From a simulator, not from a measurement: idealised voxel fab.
A process module follows: voxel double patterning.
Section cut is 235 nm wide and gridded with 5 nm square cells.
Each cross-section below is a grid of square cells, stated as bands in top-down order, with one or more rows of cells making up each band.
A band entry consists of two parts. The first gives the height of the band's top and the height of its bottom, in nm. The rest lists the band's materials from left to right, each with its width in nm. A single material labelled with the word "full width" fills the band from edge to edge, and the word "blank" marks empty space.
Basically, 0 is our baseline, since under it the wafer straight out of the box is all one material. The bottom band has no lower end and keeps on going down, so it looks like "from 0 down".
So if you see something like "30..40" for the width, read it as the top row of the band sitting at the first number and the bottom row at the second, with every row in between moving by the same amount as the last.
Step marked "everything unchanged"? Then no cell in the cross-section changed in it.
Entry "Sealed void list" = empty spaces >= 8 cells with no open way to the top; each as width x height at distance, distance from left edge, all nm.
Text after the settings on a step's line: the simulator's own remark on that step.
Among the settings permitted on a step's line is "overlay nm"; applied to a step with a mask, it specifies the extent to which the mask lay to the right of its planned position, whereas a negative figure signifies a position to the left.
Planned step list for the process:
1. RECEIVE (material Si)
2. CONFORMAL_DEP (material SiO2; thk nm 10)
3. DIRECTIONAL_DEP (material W; thk nm 15)
4. DIRECTIONAL_DEP (material SiN; thk nm 10)
5. DIRECTIONAL_DEP (material aC; thk nm 15)
6. PATTERN (tone open; mask id FIRST; material resist; width nm 15; pitch nm 50; thk nm 35; overlay nm 0)
7. DIRECTIONAL_ETCH (etch materials aC; depth nm 15)
8. STRIP (etch materials resist)
9. DIRECTIONAL_ETCH (etch materials SiN; depth nm 10)
10. STRIP (etch materials aC)
11. PATTERN (tone open; mask id SECOND; material resist; width nm 15; pitch nm 50; thk nm 15; overlay nm 0)
12. DIRECTIONAL_ETCH (etch materials SiN; depth nm 5)
13. STRIP (etch materials resist)
14. DIRECTIONAL_ETCH (etch materials W; depth nm 15)
15. STRIP (etch materials SiN)
Across this set of wafers, the varied parameter is the depth nm of step 12. Starting conditions are identical for every wafer, and the plan reports the value assigned to the first wafer.
Cross-section of the first of several received wafers, showing its state after step 1:
> from 0 down | Si full width
> Sealed void list: none
Each row below is a wafer at the end of the module, listing for every material the number of cells it has gained (+) or lost (-) since it was received, followed by its closed voids:
depth nm 5; +94 SiO2; +114 W; Sealed void list: none
depth nm 10; +94 SiO2; +96 W; Sealed void list: none
depth nm 15; +94 SiO2; +96 W; Sealed void list: none
depth nm 20; +94 SiO2; +96 W; Sealed void list: none
depth nm 25; +94 SiO2; +96 W; Sealed void list: none
